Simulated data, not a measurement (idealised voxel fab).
Documented hereafter: the process module known as voxel wiring stack.
The cross-section shown here is cut; it is 160 nm wide and divided into square cells measuring 5 nm on a side.
Each cross-section below is a grid of square cells, stated as bands in top-down order, with one or more rows of cells making up each band.
Each band's line starts with the height of the band's top and of its bottom, in nm. Then come its materials from left to right, each with its width in nm. One material with "everywhere" fills the band from edge to edge. "air" is empty space.
All heights in this document are referenced to 0, defined as the level beneath which the wafer, as received, consists entirely of one material. The lowest band is not bounded below; it extends indefinitely downward and is written in the form "0..down".
Graded width ("30->40"): value in top row of band = first number; value in bottom row = second number; row-to-row change constant.
A step reported as "same as before" is a step in which no cell of the cross-section changed.
Voids not open to the top, 8 cells minimum: see "Sealed internal cavities". Written width x height at distance; distance is from the left edge; nm.
It should be noted that, on the line of a given step, the content following the step's settings is a remark produced by the simulator itself with respect to that step.
overlay nm: how far to the right of its planned place the mask lay on this masked step (negative: to the left).
Note: before/after cross-section pairs follow, one process step per pair, after-side truncated at the lowest changed band, step and settings given beneath. Different runs of this module on the same starting wafer may supply the pairs; a pair continues the one above only where the "Pre-process cross-section" entry says so.
**Pre-process cross-section**
0..down | Si everywhere
Sealed internal cavities: none
**Resulting Structure**
10..0 | SiO2 everywhere
Nothing below the height 0 has changed.
Sealed internal cavities: none
Process step (between the before and after cross-sections above): CONFORMAL_DEP (material SiO2; thk nm 10)
Pre-process cross-section: The pre-step condition corresponds to the post-step cross-section depicted in the pair directly above.
**Resulting Structure**
15..10 | TiN everywhere
Nothing below the height 10 has changed.
Sealed internal cavities: none
Process step (between the before and after cross-sections above): DIRECTIONAL_DEP (material TiN; thk nm 5)
Pre-process cross-section: The pre-step condition corresponds to the post-step cross-section depicted in the pair directly above.
**Resulting Structure**
30..15 | W everywhere
Nothing below the height 15 has changed.
Sealed internal cavities: none
Process step (between the before and after cross-sections above): DIRECTIONAL_DEP (material W; thk nm 15)
Pre-process cross-section: The pre-step condition corresponds to the post-step cross-section depicted in the pair directly above.
**Resulting Structure**
45..30 | air: 50 | resist: 20 | air: 15 | resist: 20 | air: 55
Nothing below the height 30 has changed.
Sealed internal cavities: none
Process step (between the before and after cross-sections above): PATTERN (tone cover; mask id METAL_1; material resist; width nm 20; pitch nm 35; thk nm 15; overlay nm 0)
Pre-process cross-section: The pre-step condition corresponds to the post-step cross-section depicted in the pair directly above.
**Resulting Structure**
45..30 | air: 50 | resist: 20 | air: 15 | resist: 20 | air: 55
30..15 | air: 50 | W: 20 | air: 15 | W: 20 | air: 55
Nothing below the height 15 has changed.
Sealed internal cavities: none
Process step (between the before and after cross-sections above): DIRECTIONAL_ETCH (etch materials W; depth nm 15)
Pre-process cross-section: The pre-step condition corresponds to the post-step cross-section depicted in the pair directly above.
**Resulting Structure**
45..30 | air: 50 | resist: 20 | air: 15 | resist: 20 | air: 55
30..15 | air: 50 | W: 20 | air: 15 | W: 20 | air: 55
15..10 | air: 50 | TiN: 20 | air: 15 | TiN: 20 | air: 55
Nothing below the height 10 has changed.
Sealed internal cavities: none
Process step (between the before and after cross-sections above): DIRECTIONAL_ETCH (etch materials TiN; depth nm 5)
Pre-process cross-section: The pre-step condition corresponds to the post-step cross-section depicted in the pair directly above.
**Resulting Structure**
30..15 | air: 50 | W: 20 | air: 15 | W: 20 | air: 55
Nothing below the height 15 has changed.
Sealed internal cavities: none
Process step (between the before and after cross-sections above): STRIP (etch materials resist)
Pre-process cross-section: The pre-step condition corresponds to the post-step cross-section depicted in the pair directly above.
**Resulting Structure**
35..30 | air: 45 | SiCN: 30 | air: 5 | SiCN: 30 | air: 50
30..15 | air: 45 | SiCN: 5 | W: 20 | SiCN: 5 | air: 5 | SiCN: 5 | W: 20 | SiCN: 5 | air: 50
15..10 | SiCN: 50 | TiN: 20 | SiCN: 15 | TiN: 20 | SiCN: 55
Nothing below the height 10 has changed.
Sealed internal cavities: none
Process step (between the before and after cross-sections above): CONFORMAL_DEP (material SiCN; thk nm 5)
Pre-process cross-section: The pre-step condition corresponds to the post-step cross-section depicted in the pair directly above.
**Resulting Structure**
40..35 | lowk everywhere
35..30 | lowk: 45 | SiCN: 30 | lowk: 5 | SiCN: 30 | lowk: 50
30..15 | lowk: 45 | SiCN: 5 | W: 20 | SiCN: 5 | lowk: 5 | SiCN: 5 | W: 20 | SiCN: 5 | lowk: 50
Nothing below the height 15 has changed.
Sealed internal cavities: none
Process step (between the before and after cross-sections above): FILL_DEP (material lowk; thk nm 5)
Pre-process cross-section: The pre-step condition corresponds to the post-step cross-section depicted in the pair directly above.
**Resulting Structure**
30..15 | lowk: 45 | SiCN: 5 | W: 20 | SiCN: 5 | lowk: 5 | SiCN: 5 | W: 20 | SiCN: 5 | lowk: 50
Nothing below the height 15 has changed.
Sealed internal cavities: none
Process step (between the before and after cross-sections above): CMP (height nm 30)
Pre-process cross-section: The pre-step condition corresponds to the post-step cross-section depicted in the pair directly above.
**Resulting Structure**
35..30 | SiCN everywhere
Nothing below the height 30 has changed.
Sealed internal cavities: none
Process step (between the before and after cross-sections above): CONFORMAL_DEP (material SiCN; thk nm 5)
Pre-process cross-section: The pre-step condition corresponds to the post-step cross-section depicted in the pair directly above.
**Resulting Structure**
70..35 | lowk everywhere
Nothing below the height 35 has changed.
Sealed internal cavities: none
Process step (between the before and after cross-sections above): DIRECTIONAL_DEP (material lowk; thk nm 35)
Pre-process cross-section: The pre-step condition corresponds to the post-step cross-section depicted in the pair directly above.
**Resulting Structure**
80..70 | aC everywhere
Nothing below the height 70 has changed.
Sealed internal cavities: none
Process step (between the before and after cross-sections above): DIRECTIONAL_DEP (material aC; thk nm 10)
Pre-process cross-section: The pre-step condition corresponds to the post-step cross-section depicted in the pair directly above.
**Resulting Structure**
110..80 | resist: 50 | air: 20 | resist: 15 | air: 20 | resist: 55
Nothing below the height 80 has changed.
Sealed internal cavities: none
Process step (between the before and after cross-sections above): PATTERN (tone open; mask id METAL_2; material resist; width nm 20; pitch nm 35; thk nm 30; overlay nm 0)
Pre-process cross-section: The pre-step condition corresponds to the post-step cross-section depicted in the pair directly above.
**Resulting Structure**
100..80 | resist: 50 | air: 20 | resist: 15 | air: 20 | resist: 55
80..70 | aC: 50 | air: 20 | aC: 15 | air: 20 | aC: 55
Nothing below the height 70 has changed.
Sealed internal cavities: none
Process step (between the before and after cross-sections above): DIRECTIONAL_ETCH (etch materials aC; depth nm 10)
Pre-process cross-section: The pre-step condition corresponds to the post-step cross-section depicted in the pair directly above.
**Resulting Structure**
80..70 | aC: 50 | air: 20 | aC: 15 | air: 20 | aC: 55
Nothing below the height 70 has changed.
Sealed internal cavities: none
Process step (between the before and after cross-sections above): STRIP (etch materials resist)
Pre-process cross-section: The pre-step condition corresponds to the post-step cross-section depicted in the pair directly above.
**Resulting Structure**
80..70 | aC: 50 | air: 20 | aC: 15 | air: 20 | aC: 55
70..50 | lowk: 50 | air: 20 | lowk: 15 | air: 20 | lowk: 55
Nothing below the height 50 has changed.
Sealed internal cavities: none
Process step (between the before and after cross-sections above): DIRECTIONAL_ETCH (etch materials lowk; depth nm 20)
Pre-process cross-section: The pre-step condition corresponds to the post-step cross-section depicted in the pair directly above.
**Resulting Structure**
70..50 | lowk: 50 | air: 20 | lowk: 15 | air: 20 | lowk: 55
Nothing below the height 50 has changed.
Sealed internal cavities: none
Process step (between the before and after cross-sections above): STRIP (etch materials aC)
Pre-process cross-section: The pre-step condition corresponds to the post-step cross-section depicted in the pair directly above.
**Resulting Structure**
80..70 | aC: 50 | air: 20 | aC: 15 | air: 20 | aC: 55
70..60 | lowk: 50 | air: 20 | lowk: 15 | air: 20 | lowk: 55
60..50 | lowk: 50 | aC: 20 | lowk: 15 | aC: 20 | lowk: 55
Nothing below the height 50 has changed.
Sealed internal cavities: none
Process step (between the before and after cross-sections above): DIRECTIONAL_DEP (material aC; thk nm 10)
Pre-process cross-section: The pre-step condition corresponds to the post-step cross-section depicted in the pair directly above.
**Resulting Structure**
110..80 | resist: 50 | air: 15 | resist: 95
80..70 | aC: 50 | air: 15 | resist: 5 | aC: 15 | resist: 20 | aC: 55
70..60 | lowk: 50 | air: 15 | resist: 5 | lowk: 15 | resist: 20 | lowk: 55
Nothing below the height 60 has changed.
Sealed internal cavities: none
Process step (between the before and after cross-sections above): PATTERN (tone open; mask id METAL_2_HOLES; material resist; width nm 15; thk nm 30; overlay nm 0)
Pre-process cross-section: The pre-step condition corresponds to the post-step cross-section depicted in the pair directly above.
**Resulting Structure**
100..80 | resist: 50 | air: 15 | resist: 95
80..70 | aC: 50 | air: 15 | resist: 5 | aC: 15 | resist: 20 | aC: 55
70..60 | lowk: 50 | air: 15 | resist: 5 | lowk: 15 | resist: 20 | lowk: 55
60..50 | lowk: 50 | air: 15 | aC: 5 | lowk: 15 | aC: 20 | lowk: 55
Nothing below the height 50 has changed.
Sealed internal cavities: none
Process step (between the before and after cross-sections above): DIRECTIONAL_ETCH (etch materials aC; depth nm 10)
Pre-process cross-section: The pre-step condition corresponds to the post-step cross-section depicted in the pair directly above.
**Resulting Structure**
80..70 | aC: 50 | air: 20 | aC: 15 | air: 20 | aC: 55
70..60 | lowk: 50 | air: 20 | lowk: 15 | air: 20 | lowk: 55
Nothing below the height 60 has changed.
Sealed internal cavities: none
Process step (between the before and after cross-sections above): STRIP (etch materials resist)
Pre-process cross-section: The pre-step condition corresponds to the post-step cross-section depicted in the pair directly above.
**Resulting Structure**
80..70 | aC: 50 | air: 20 | aC: 15 | air: 20 | aC: 55
70..60 | lowk: 50 | air: 20 | lowk: 15 | air: 20 | lowk: 55
60..50 | lowk: 50 | air: 15 | aC: 5 | lowk: 15 | aC: 20 | lowk: 55
50..35 | lowk: 50 | air: 15 | lowk: 95
Nothing below the height 35 has changed.
Sealed internal cavities: none
Process step (between the before and after cross-sections above): DIRECTIONAL_ETCH (etch materials lowk; depth nm 15)
Pre-process cross-section: The pre-step condition corresponds to the post-step cross-section depicted in the pair directly above.
**Resulting Structure**
80..70 | aC: 50 | air: 20 | aC: 15 | air: 20 | aC: 55
70..60 | lowk: 50 | air: 20 | lowk: 15 | air: 20 | lowk: 55
60..50 | lowk: 50 | air: 15 | aC: 5 | lowk: 15 | aC: 20 | lowk: 55
50..35 | lowk: 50 | air: 15 | lowk: 95
35..30 | SiCN: 50 | air: 15 | SiCN: 95
Nothing below the height 30 has changed.
Sealed internal cavities: none
Process step (between the before and after cross-sections above): DIRECTIONAL_ETCH (etch materials SiCN; depth nm 5)
Pre-process cross-section: The pre-step condition corresponds to the post-step cross-section depicted in the pair directly above.
**Resulting Structure**
70..50 | lowk: 50 | air: 20 | lowk: 15 | air: 20 | lowk: 55
Nothing below the height 50 has changed.
Sealed internal cavities: none
Process step (between the before and after cross-sections above): STRIP (etch materials aC)
Pre-process cross-section: The pre-step condition corresponds to the post-step cross-section depicted in the pair directly above.
**Resulting Structure**
75..70 | TiN: 55 | air: 10 | TiN: 25 | air: 10 | TiN: 60
70..55 | lowk: 50 | TiN: 5 | air: 10 | TiN: 5 | lowk: 15 | TiN: 5 | air: 10 | TiN: 5 | lowk: 55
55..50 | lowk: 50 | TiN: 5 | air: 5 | TiN: 10 | lowk: 15 | TiN: 20 | lowk: 55
50..35 | lowk: 50 | TiN: 5 | air: 5 | TiN: 5 | lowk: 95
35..30 | SiCN: 50 | TiN: 15 | SiCN: 95
Nothing below the height 30 has changed.
Sealed internal cavities: none
Process step (between the before and after cross-sections above): CONFORMAL_DEP (material TiN; thk nm 5)
Pre-process cross-section: The pre-step condition corresponds to the post-step cross-section depicted in the pair directly above.
**Resulting Structure**
85..75 | Cu everywhere
75..70 | TiN: 55 | Cu: 10 | TiN: 25 | Cu: 10 | TiN: 60
70..55 | lowk: 50 | TiN: 5 | Cu: 10 | TiN: 5 | lowk: 15 | TiN: 5 | Cu: 10 | TiN: 5 | lowk: 55
55..50 | lowk: 50 | TiN: 5 | Cu: 5 | TiN: 10 | lowk: 15 | TiN: 20 | lowk: 55
50..35 | lowk: 50 | TiN: 5 | Cu: 5 | TiN: 5 | lowk: 95
Nothing below the height 35 has changed.
Sealed internal cavities: none
Process step (between the before and after cross-sections above): FILL_DEP (material Cu; thk nm 10)
Pre-process cross-section: The pre-step condition corresponds to the post-step cross-section depicted in the pair directly above.
**Resulting Structure**
70..55 | lowk: 50 | TiN: 5 | Cu: 10 | TiN: 5 | lowk: 15 | TiN: 5 | Cu: 10 | TiN: 5 | lowk: 55
Nothing below the height 55 has changed.
Sealed internal cavities: none
Process step (between the before and after cross-sections above): CMP (height nm 70)
Pre-process cross-section: The pre-step condition corresponds to the post-step cross-section depicted in the pair directly above.
**Resulting Structure**
75..70 | SiCN everywhere
Nothing below the height 70 has changed.
Sealed internal cavities: none
Process step (between the before and after cross-sections above): CONFORMAL_DEP (material SiCN; thk nm 5)
Pre-process cross-section: The pre-step condition corresponds to the post-step cross-section depicted in the pair directly above.
**Resulting Structure**
100..75 | SiO2 everywhere
Nothing below the height 75 has changed.
Sealed internal cavities: none
Process step (between the before and after cross-sections above): DIRECTIONAL_DEP (material SiO2; thk nm 25)
Pre-process cross-section: The pre-step condition corresponds to the post-step cross-section depicted in the pair directly above.
**Resulting Structure**
110..100 | aC everywhere
Nothing below the height 100 has changed.
Sealed internal cavities: none
Process step (between the before and after cross-sections above): DIRECTIONAL_DEP (material aC; thk nm 10)
Pre-process cross-section: The pre-step condition corresponds to the post-step cross-section depicted in the pair directly above.
**Resulting Structure**
140..110 | resist: 50 | air: 15 | resist: 20 | air: 15 | resist: 60
Nothing below the height 110 has changed.
Sealed internal cavities: none
Process step (between the before and after cross-sections above): PATTERN (tone open; mask id METAL_3_HOLES; material resist; width nm 15; pitch nm 35; thk nm 30; overlay nm 0)
Pre-process cross-section: The pre-step condition corresponds to the post-step cross-section depicted in the pair directly above.
**Resulting Structure**
130..110 | resist: 50 | air: 15 | resist: 20 | air: 15 | resist: 60
110..100 | aC: 50 | air: 15 | aC: 20 | air: 15 | aC: 60
Nothing below the height 100 has changed.
Sealed internal cavities: none
Process step (between the before and after cross-sections above): DIRECTIONAL_ETCH (etch materials aC; depth nm 10)
Pre-process cross-section: The pre-step condition corresponds to the post-step cross-section depicted in the pair directly above.
**Resulting Structure**
110..100 | aC: 50 | air: 15 | aC: 20 | air: 15 | aC: 60
Nothing below the height 100 has changed.
Sealed internal cavities: none
Process step (between the before and after cross-sections above): STRIP (etch materials resist)
Pre-process cross-section: The pre-step condition corresponds to the post-step cross-section depicted in the pair directly above.
**Resulting Structure**
110..100 | aC: 50 | air: 15 | aC: 20 | air: 15 | aC: 60
100..75 | SiO2: 50 | air: 15 | SiO2: 20 | air: 15 | SiO2: 60
Nothing below the height 75 has changed.
Sealed internal cavities: none
Process step (between the before and after cross-sections above): DIRECTIONAL_ETCH (etch materials SiO2; depth nm 25)
Pre-process cross-section: The pre-step condition corresponds to the post-step cross-section depicted in the pair directly above.
**Resulting Structure**
100..75 | SiO2: 50 | air: 15 | SiO2: 20 | air: 15 | SiO2: 60
Nothing below the height 75 has changed.
Sealed internal cavities: none
Process step (between the before and after cross-sections above): STRIP (etch materials aC)
Pre-process cross-section: The pre-step condition corresponds to the post-step cross-section depicted in the pair directly above.
**Resulting Structure**
115..100 | resist: 50 | air: 20 | resist: 15 | air: 20 | resist: 55
Nothing below the height 100 has changed.
Sealed internal cavities: none
Process step (between the before and after cross-sections above): PATTERN (tone open; mask id METAL_3; material resist; width nm 20; pitch nm 35; thk nm 15; overlay nm 0)
Pre-process cross-section: The pre-step condition corresponds to the post-step cross-section depicted in the pair directly above.
**Resulting Structure**
115..100 | resist: 50 | air: 20 | resist: 15 | air: 20 | resist: 55
100..85 | SiO2: 50 | air: 20 | SiO2: 15 | air: 20 | SiO2: 55
Nothing below the height 85 has changed.
Sealed internal cavities: none
Process step (between the before and after cross-sections above): DIRECTIONAL_ETCH (etch materials SiO2; depth nm 15)
Pre-process cross-section: The pre-step condition corresponds to the post-step cross-section depicted in the pair directly above.
**Resulting Structure**
115..100 | resist: 50 | air: 20 | resist: 15 | air: 20 | resist: 55
100..85 | SiO2: 50 | air: 20 | SiO2: 15 | air: 20 | SiO2: 55
85..75 | SiO2: 50 | air: 15 | SiO2: 20 | air: 15 | SiO2: 60
75..70 | SiCN: 50 | air: 15 | SiCN: 20 | air: 15 | SiCN: 60
Nothing below the height 70 has changed.
Sealed internal cavities: none
Process step (between the before and after cross-sections above): DIRECTIONAL_ETCH (etch materials SiCN; depth nm 5)
Pre-process cross-section: The pre-step condition corresponds to the post-step cross-section depicted in the pair directly above.
**Resulting Structure**
100..85 | SiO2: 50 | air: 20 | SiO2: 15 | air: 20 | SiO2: 55
Nothing below the height 85 has changed.
Sealed internal cavities: none
Process step (between the before and after cross-sections above): STRIP (etch materials resist)
Pre-process cross-section: The pre-step condition corresponds to the post-step cross-section depicted in the pair directly above.
**Resulting Structure**
105..100 | TiN: 55 | air: 10 | TiN: 25 | air: 10 | TiN: 60
100..90 | SiO2: 50 | TiN: 5 | air: 10 | TiN: 5 | SiO2: 15 | TiN: 5 | air: 10 | TiN: 5 | SiO2: 55
90..85 | SiO2: 50 | TiN: 5 | air: 5 | TiN: 10 | SiO2: 15 | TiN: 5 | air: 5 | TiN: 10 | SiO2: 55
85..75 | SiO2: 50 | TiN: 5 | air: 5 | TiN: 5 | SiO2: 20 | TiN: 5 | air: 5 | TiN: 5 | SiO2: 60
75..70 | SiCN: 50 | TiN: 15 | SiCN: 20 | TiN: 15 | SiCN: 60
Nothing below the height 70 has changed.
Sealed internal cavities: none
Process step (between the before and after cross-sections above): CONFORMAL_DEP (material TiN; thk nm 5)
Pre-process cross-section: The pre-step condition corresponds to the post-step cross-section depicted in the pair directly above.
**Resulting Structure**
110..105 | Ru everywhere
105..100 | TiN: 55 | Ru: 10 | TiN: 25 | Ru: 10 | TiN: 60
100..90 | SiO2: 50 | TiN: 5 | Ru: 10 | TiN: 5 | SiO2: 15 | TiN: 5 | Ru: 10 | TiN: 5 | SiO2: 55
90..85 | SiO2: 50 | TiN: 5 | Ru: 5 | TiN: 10 | SiO2: 15 | TiN: 5 | Ru: 5 | TiN: 10 | SiO2: 55
85..75 | SiO2: 50 | TiN: 5 | Ru: 5 | TiN: 5 | SiO2: 20 | TiN: 5 | Ru: 5 | TiN: 5 | SiO2: 60
Nothing below the height 75 has changed.
Sealed internal cavities: none
Process step (between the before and after cross-sections above): FILL_DEP (material Ru; thk nm 5)
Pre-process cross-section: The pre-step condition corresponds to the post-step cross-section depicted in the pair directly above.
**Resulting Structure**
100..90 | SiO2: 50 | TiN: 5 | Ru: 10 | TiN: 5 | SiO2: 15 | TiN: 5 | Ru: 10 | TiN: 5 | SiO2: 55
Nothing below the height 90 has changed.
Sealed internal cavities: none
Process step (between the before and after cross-sections above): CMP (height nm 100)
Pre-process cross-section: The pre-step condition corresponds to the post-step cross-section depicted in the pair directly above.
**Resulting Structure**
105..100 | SiCN everywhere
Nothing below the height 100 has changed.
Sealed internal cavities: none
Process step (between the before and after cross-sections above): CONFORMAL_DEP (material SiCN; thk nm 5)
**Pre-process cross-section**
10..0 | SiO2 everywhere
0..down | Si everywhere
Sealed internal cavities: none
**Resulting Structure**
25..10 | W everywhere
Nothing below the height 10 has changed.
Sealed internal cavities: none
Process step (between the before and after cross-sections above): DIRECTIONAL_DEP (material W; thk nm 15)
Pre-process cross-section: The pre-step condition corresponds to the post-step cross-section depicted in the pair directly above.
**Resulting Structure**
40..25 | air: 50 | resist: 20 | air: 15 | resist: 20 | air: 55
Nothing below the height 25 has changed.
Sealed internal cavities: none
Process step (between the before and after cross-sections above): PATTERN (tone cover; mask id METAL_1; material resist; width nm 20; pitch nm 35; thk nm 15; overlay nm 0)
Pre-process cross-section: The pre-step condition corresponds to the post-step cross-section depicted in the pair directly above.
**Resulting Structure**
40..25 | air: 50 | resist: 20 | air: 15 | resist: 20 | air: 55
25..10 | air: 50 | W: 20 | air: 15 | W: 20 | air: 55
Nothing below the height 10 has changed.
Sealed internal cavities: none
Process step (between the before and after cross-sections above): DIRECTIONAL_ETCH (etch materials W; depth nm 15)
Pre-process cross-section: The pre-step condition corresponds to the post-step cross-section depicted in the pair directly above.
**Resulting Structure**
25..10 | air: 50 | W: 20 | air: 15 | W: 20 | air: 55
Nothing below the height 10 has changed.
Sealed internal cavities: none
Process step (between the before and after cross-sections above): STRIP (etch materials resist)
Pre-process cross-section: The pre-step condition corresponds to the post-step cross-section depicted in the pair directly above.
**Resulting Structure**
30..25 | air: 45 | SiCN: 30 | air: 5 | SiCN: 30 | air: 50
25..15 | air: 45 | SiCN: 5 | W: 20 | SiCN: 5 | air: 5 | SiCN: 5 | W: 20 | SiCN: 5 | air: 50
15..10 | SiCN: 50 | W: 20 | SiCN: 15 | W: 20 | SiCN: 55
Nothing below the height 10 has changed.
Sealed internal cavities: none
Process step (between the before and after cross-sections above): CONFORMAL_DEP (material SiCN; thk nm 5)
Pre-process cross-section: The pre-step condition corresponds to the post-step cross-section depicted in the pair directly above.
**Resulting Structure**
35..30 | lowk everywhere
30..25 | lowk: 45 | SiCN: 30 | lowk: 5 | SiCN: 30 | lowk: 50
25..15 | lowk: 45 | SiCN: 5 | W: 20 | SiCN: 5 | lowk: 5 | SiCN: 5 | W: 20 | SiCN: 5 | lowk: 50
Nothing below the height 15 has changed.
Sealed internal cavities: none
Process step (between the before and after cross-sections above): FILL_DEP (material lowk; thk nm 5)
Pre-process cross-section: The pre-step condition corresponds to the post-step cross-section depicted in the pair directly above.
**Resulting Structure**
30..25 | lowk: 45 | SiCN: 30 | lowk: 5 | SiCN: 30 | lowk: 50
Nothing below the height 25 has changed.
Sealed internal cavities: none
Process step (between the before and after cross-sections above): CMP (height nm 30)
Pre-process cross-section: The pre-step condition corresponds to the post-step cross-section depicted in the pair directly above.
**Resulting Structure**
35..30 | SiCN everywhere
Nothing below the height 30 has changed.
Sealed internal cavities: none
Process step (between the before and after cross-sections above): CONFORMAL_DEP (material SiCN; thk nm 5)
Pre-process cross-section: The pre-step condition corresponds to the post-step cross-section depicted in the pair directly above.
**Resulting Structure**
70..35 | lowk everywhere
Nothing below the height 35 has changed.
Sealed internal cavities: none
Process step (between the before and after cross-sections above): DIRECTIONAL_DEP (material lowk; thk nm 35)
Pre-process cross-section: The pre-step condition corresponds to the post-step cross-section depicted in the pair directly above.
**Resulting Structure**
80..70 | aC everywhere
Nothing below the height 70 has changed.
Sealed internal cavities: none
Process step (between the before and after cross-sections above): DIRECTIONAL_DEP (material aC; thk nm 10)
Pre-process cross-section: The pre-step condition corresponds to the post-step cross-section depicted in the pair directly above.
**Resulting Structure**
110..80 | resist: 50 | air: 20 | resist: 15 | air: 20 | resist: 55
Nothing below the height 80 has changed.
Sealed internal cavities: none
Process step (between the before and after cross-sections above): PATTERN (tone open; mask id METAL_2; material resist; width nm 20; pitch nm 35; thk nm 30; overlay nm 0)
Pre-process cross-section: The pre-step condition corresponds to the post-step cross-section depicted in the pair directly above.
**Resulting Structure**
100..80 | resist: 50 | air: 20 | resist: 15 | air: 20 | resist: 55
80..70 | aC: 50 | air: 20 | aC: 15 | air: 20 | aC: 55
Nothing below the height 70 has changed.
Sealed internal cavities: none
Process step (between the before and after cross-sections above): DIRECTIONAL_ETCH (etch materials aC; depth nm 10)
Pre-process cross-section: The pre-step condition corresponds to the post-step cross-section depicted in the pair directly above.
**Resulting Structure**
80..70 | aC: 50 | air: 20 | aC: 15 | air: 20 | aC: 55
Nothing below the height 70 has changed.
Sealed internal cavities: none
Process step (between the before and after cross-sections above): STRIP (etch materials resist)
Pre-process cross-section: The pre-step condition corresponds to the post-step cross-section depicted in the pair directly above.
**Resulting Structure**
80..70 | aC: 50 | air: 20 | aC: 15 | air: 20 | aC: 55
70..50 | lowk: 50 | air: 20 | lowk: 15 | air: 20 | lowk: 55
Nothing below the height 50 has changed.
Sealed internal cavities: none
Process step (between the before and after cross-sections above): DIRECTIONAL_ETCH (etch materials lowk; depth nm 20)
Pre-process cross-section: The pre-step condition corresponds to the post-step cross-section depicted in the pair directly above.
**Resulting Structure**
70..50 | lowk: 50 | air: 20 | lowk: 15 | air: 20 | lowk: 55
Nothing below the height 50 has changed.
Sealed internal cavities: none
Process step (between the before and after cross-sections above): STRIP (etch materials aC)
Pre-process cross-section: The pre-step condition corresponds to the post-step cross-section depicted in the pair directly above.
**Resulting Structure**
80..70 | aC: 50 | air: 20 | aC: 15 | air: 20 | aC: 55
70..60 | lowk: 50 | air: 20 | lowk: 15 | air: 20 | lowk: 55
60..50 | lowk: 50 | aC: 20 | lowk: 15 | aC: 20 | lowk: 55
Nothing below the height 50 has changed.
Sealed internal cavities: none
Process step (between the before and after cross-sections above): DIRECTIONAL_DEP (material aC; thk nm 10)
Pre-process cross-section: The pre-step condition corresponds to the post-step cross-section depicted in the pair directly above.
**Resulting Structure**
110..80 | resist: 50 | air: 15 | resist: 95
80..70 | aC: 50 | air: 15 | resist: 5 | aC: 15 | resist: 20 | aC: 55
70..60 | lowk: 50 | air: 15 | resist: 5 | lowk: 15 | resist: 20 | lowk: 55
Nothing below the height 60 has changed.
Sealed internal cavities: none
Process step (between the before and after cross-sections above): PATTERN (tone open; mask id METAL_2_HOLES; material resist; width nm 15; thk nm 30; overlay nm 0)
Pre-process cross-section: The pre-step condition corresponds to the post-step cross-section depicted in the pair directly above.
**Resulting Structure**
100..80 | resist: 50 | air: 15 | resist: 95
80..70 | aC: 50 | air: 15 | resist: 5 | aC: 15 | resist: 20 | aC: 55
70..60 | lowk: 50 | air: 15 | resist: 5 | lowk: 15 | resist: 20 | lowk: 55
60..50 | lowk: 50 | air: 15 | aC: 5 | lowk: 15 | aC: 20 | lowk: 55
Nothing below the height 50 has changed.
Sealed internal cavities: none
Process step (between the before and after cross-sections above): DIRECTIONAL_ETCH (etch materials aC; depth nm 10)
Pre-process cross-section: The pre-step condition corresponds to the post-step cross-section depicted in the pair directly above.
**Resulting Structure**
80..70 | aC: 50 | air: 20 | aC: 15 | air: 20 | aC: 55
70..60 | lowk: 50 | air: 20 | lowk: 15 | air: 20 | lowk: 55
Nothing below the height 60 has changed.
Sealed internal cavities: none
Process step (between the before and after cross-sections above): STRIP (etch materials resist)
Pre-process cross-section: The pre-step condition corresponds to the post-step cross-section depicted in the pair directly above.
**Resulting Structure**
80..70 | aC: 50 | air: 20 | aC: 15 | air: 20 | aC: 55
70..60 | lowk: 50 | air: 20 | lowk: 15 | air: 20 | lowk: 55
60..50 | lowk: 50 | air: 15 | aC: 5 | lowk: 15 | aC: 20 | lowk: 55
50..35 | lowk: 50 | air: 15 | lowk: 95
Nothing below the height 35 has changed.
Sealed internal cavities: none
Process step (between the before and after cross-sections above): DIRECTIONAL_ETCH (etch materials lowk; depth nm 15)
Pre-process cross-section: The pre-step condition corresponds to the post-step cross-section depicted in the pair directly above.
**Resulting Structure**
80..70 | aC: 50 | air: 20 | aC: 15 | air: 20 | aC: 55
70..60 | lowk: 50 | air: 20 | lowk: 15 | air: 20 | lowk: 55
60..50 | lowk: 50 | air: 15 | aC: 5 | lowk: 15 | aC: 20 | lowk: 55
50..35 | lowk: 50 | air: 15 | lowk: 95
35..30 | SiCN: 50 | air: 15 | SiCN: 95
Nothing below the height 30 has changed.
Sealed internal cavities: none
Process step (between the before and after cross-sections above): DIRECTIONAL_ETCH (etch materials SiCN; depth nm 5)
Pre-process cross-section: The pre-step condition corresponds to the post-step cross-section depicted in the pair directly above.
**Resulting Structure**
70..50 | lowk: 50 | air: 20 | lowk: 15 | air: 20 | lowk: 55
Nothing below the height 50 has changed.
Sealed internal cavities: none
Process step (between the before and after cross-sections above): STRIP (etch materials aC)
Pre-process cross-section: The pre-step condition corresponds to the post-step cross-section depicted in the pair directly above.
**Resulting Structure**
75..70 | TiN: 55 | air: 10 | TiN: 25 | air: 10 | TiN: 60
70..55 | lowk: 50 | TiN: 5 | air: 10 | TiN: 5 | lowk: 15 | TiN: 5 | air: 10 | TiN: 5 | lowk: 55
55..50 | lowk: 50 | TiN: 5 | air: 5 | TiN: 10 | lowk: 15 | TiN: 20 | lowk: 55
50..35 | lowk: 50 | TiN: 5 | air: 5 | TiN: 5 | lowk: 95
35..30 | SiCN: 50 | TiN: 15 | SiCN: 95
Nothing below the height 30 has changed.
Sealed internal cavities: none
Process step (between the before and after cross-sections above): CONFORMAL_DEP (material TiN; thk nm 5)
Pre-process cross-section: The pre-step condition corresponds to the post-step cross-section depicted in the pair directly above.
**Resulting Structure**
85..75 | Cu everywhere
75..70 | TiN: 55 | Cu: 10 | TiN: 25 | Cu: 10 | TiN: 60
70..55 | lowk: 50 | TiN: 5 | Cu: 10 | TiN: 5 | lowk: 15 | TiN: 5 | Cu: 10 | TiN: 5 | lowk: 55
55..50 | lowk: 50 | TiN: 5 | Cu: 5 | TiN: 10 | lowk: 15 | TiN: 20 | lowk: 55
50..35 | lowk: 50 | TiN: 5 | Cu: 5 | TiN: 5 | lowk: 95
Nothing below the height 35 has changed.
Sealed internal cavities: none
Process step (between the before and after cross-sections above): FILL_DEP (material Cu; thk nm 10)
Pre-process cross-section: The pre-step condition corresponds to the post-step cross-section depicted in the pair directly above.
**Resulting Structure**
70..55 | lowk: 50 | TiN: 5 | Cu: 10 | TiN: 5 | lowk: 15 | TiN: 5 | Cu: 10 | TiN: 5 | lowk: 55
Nothing below the height 55 has changed.
Sealed internal cavities: none
Process step (between the before and after cross-sections above): CMP (height nm 70)
Pre-process cross-section: The pre-step condition corresponds to the post-step cross-section depicted in the pair directly above.
**Resulting Structure**
75..70 | SiCN everywhere
Nothing below the height 70 has changed.
Sealed internal cavities: none
Process step (between the before and after cross-sections above): CONFORMAL_DEP (material SiCN; thk nm 5)
Pre-process cross-section: The pre-step condition corresponds to the post-step cross-section depicted in the pair directly above.
**Resulting Structure**
100..75 | SiO2 everywhere
Nothing below the height 75 has changed.
Sealed internal cavities: none
Process step (between the before and after cross-sections above): DIRECTIONAL_DEP (material SiO2; thk nm 25)
Pre-process cross-section: The pre-step condition corresponds to the post-step cross-section depicted in the pair directly above.
**Resulting Structure**
110..100 | aC everywhere
Nothing below the height 100 has changed.
Sealed internal cavities: none
Process step (between the before and after cross-sections above): DIRECTIONAL_DEP (material aC; thk nm 10)
